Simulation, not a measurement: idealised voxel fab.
Process module, titled voxel wiring stack
Square cell edge 5 nm, section width 270 nm, ID cut.
Format of a cross-section: grid, square cells. Given as bands. Order: top down. Band: one or more rows of cells.
Band entry format. Leading values: height of top, height of bottom, nm. Remainder: materials in left-to-right order, each with its width in nm. Special words: "edge to edge" on a single material, which then fills the band edge to edge; "blank", empty space.
Height datum 0, below which the as-received substrate wafer is one material. Lowest band open at the bottom, running downward: "0 and below".
So if you see something like "30->40" for the width, read it as the top row of the band sitting at the first number and the bottom row at the second, with every row in between moving by the same amount as the last.
"nothing got changed" for a step: no cell of the cross-section changed in that step.
"Completely sealed voids" means: voids of 8 cells or more that are shut off from the top with no open way through. Written width x height at distance, distance from the left edge, in nm.
What comes after the settings on a step's line is commentary from the simulator itself on that step.
The optional step-line setting "overlay nm" applies to steps with a mask and quantifies how far to the right of its planned location the mask lay, a negative value indicating leftward placement.

### Steps in the process plan
- 1: RECEIVE | material Si
- 2: CONFORMAL_DEP | material SiO2 | thk nm 15
- 3: CONFORMAL_DEP | material SiCN | thk nm 5
- 4: DIRECTIONAL_DEP | material SiO2 | thk nm 15
- 5: PATTERN | tone open | mask id METAL_1 | material resist | width nm 20 | pitch nm 45 | thk nm 15 | overlay nm -15
- 6: DIRECTIONAL_ETCH | etch materials SiO2 | depth nm 15
- 7: DIRECTIONAL_ETCH | etch materials SiCN | depth nm 5
- 8: STRIP | etch materials resist
- 9: CONFORMAL_DEP | material TiN | thk nm 5
- 10: FILL_DEP | material Cu | thk nm 10
- 11: CMP | height nm 35
- 12: CONFORMAL_DEP | material SiCN | thk nm 5
- 13: DIRECTIONAL_DEP | material SiO2 | thk nm 35
- 14: PATTERN | tone open | mask id METAL_2_HOLES | material resist | width nm 15 | pitch nm 90 | thk nm 15 | overlay nm 0
- 15: DIRECTIONAL_ETCH | etch materials SiO2 | depth nm 35
- 16: STRIP | etch materials resist
- 17: PATTERN | tone open | mask id METAL_2 | material resist | width nm 20 | pitch nm 45 | thk nm 15 | overlay nm 0
- 18: DIRECTIONAL_ETCH | etch materials SiO2 | depth nm 20
- 19: DIRECTIONAL_ETCH | etch materials SiCN | depth nm 5
- 20: STRIP | etch materials resist
- 21: CONFORMAL_DEP | material TiN | thk nm 5
- 22: FILL_DEP | material Cu | thk nm 5
- 23: CMP | height nm 75
- 24: CONFORMAL_DEP | material SiCN | thk nm 5
Wafer-to-wafer difference: overlay nm, step 5. Common start. Plan = first wafer's value.

### Received condition of the first of several wafers, sectioned: post-step 1
	0 and below: Si edge to edge
	Completely sealed voids: none

### First of several wafers: cross-section at the end of the module, after step 24, its last step
	80 down to 75: SiCN edge to edge
	75 down to 60: 80 of SiO2  5 of TiN  10 of Cu  5 of TiN  25 of SiO2  5 of TiN  10 of Cu  5 of TiN  25 of SiO2  5 of TiN  10 of Cu  5 of TiN  80 of SiO2
	60 down to 55: 80 of SiO2  5 of TiN  5 of Cu  10 of TiN  25 of SiO2  20 of TiN  25 of SiO2  5 of TiN  5 of Cu  10 of TiN  80 of SiO2
	55 down to 40: 80 of SiO2  5 of TiN  5 of Cu  5 of TiN  75 of SiO2  5 of TiN  5 of Cu  5 of TiN  85 of SiO2
	40 down to 35: 80 of SiCN  15 of TiN  75 of SiCN  15 of TiN  85 of SiCN
	35 down to 20: 65 of SiO2  5 of TiN  10 of Cu  5 of TiN  25 of SiO2  5 of TiN  10 of Cu  5 of TiN  25 of SiO2  5 of TiN  10 of Cu  5 of TiN  95 of SiO2
	20 down to 15: 65 of SiCN  20 of TiN  25 of SiCN  20 of TiN  25 of SiCN  20 of TiN  95 of SiCN
	15 down to 0: SiO2 edge to edge
	0 and below: Si edge to edge
	Completely sealed voids: none

### Cross-sectional depiction of the last of several wafers upon completion of the module
	80 down to 75: SiCN edge to edge
	75 down to 60: 80 of SiO2  5 of TiN  10 of Cu  5 of TiN  25 of SiO2  5 of TiN  10 of Cu  5 of TiN  25 of SiO2  5 of TiN  10 of Cu  5 of TiN  80 of SiO2
	60 down to 55: 80 of SiO2  5 of TiN  5 of Cu  10 of TiN  25 of SiO2  20 of TiN  25 of SiO2  5 of TiN  5 of Cu  10 of TiN  80 of SiO2
	55 down to 40: 80 of SiO2  5 of TiN  5 of Cu  5 of TiN  75 of SiO2  5 of TiN  5 of Cu  5 of TiN  85 of SiO2
	40 down to 35: 80 of SiCN  15 of TiN  75 of SiCN  15 of TiN  85 of SiCN
	35 down to 20: 95 of SiO2  5 of TiN  10 of Cu  5 of TiN  25 of SiO2  5 of TiN  10 of Cu  5 of TiN  25 of SiO2  5 of TiN  10 of Cu  5 of TiN  65 of SiO2
	20 down to 15: 95 of SiCN  20 of TiN  25 of SiCN  20 of TiN  25 of SiCN  20 of TiN  65 of SiCN
	15 down to 0: SiO2 edge to edge
	0 and below: Si edge to edge
	Completely sealed voids: none

### Note: the following table is arranged by wafer, a row apiece. Each row reports the end-of-module state: per material, cells gained (+) or cells lost (-) compared with the wafer as received; closed voids follow
overlay nm -15, +44 Cu, +144 SiCN, +600 SiO2, +76 TiN, Completely sealed voids: none
overlay nm -10, +44 Cu, +144 SiCN, +600 SiO2, +76 TiN, Completely sealed voids: none
overlay nm -5, +44 Cu, +144 SiCN, +600 SiO2, +76 TiN, Completely sealed voids: none
overlay nm 0, +44 Cu, +144 SiCN, +600 SiO2, +76 TiN, Completely sealed voids: none
overlay nm 5, +44 Cu, +144 SiCN, +600 SiO2, +76 TiN, Completely sealed voids: none
overlay nm 10, +44 Cu, +144 SiCN, +600 SiO2, +76 TiN, Completely sealed voids: none
overlay nm 15, +44 Cu, +144 SiCN, +600 SiO2, +76 TiN, Completely sealed voids: none
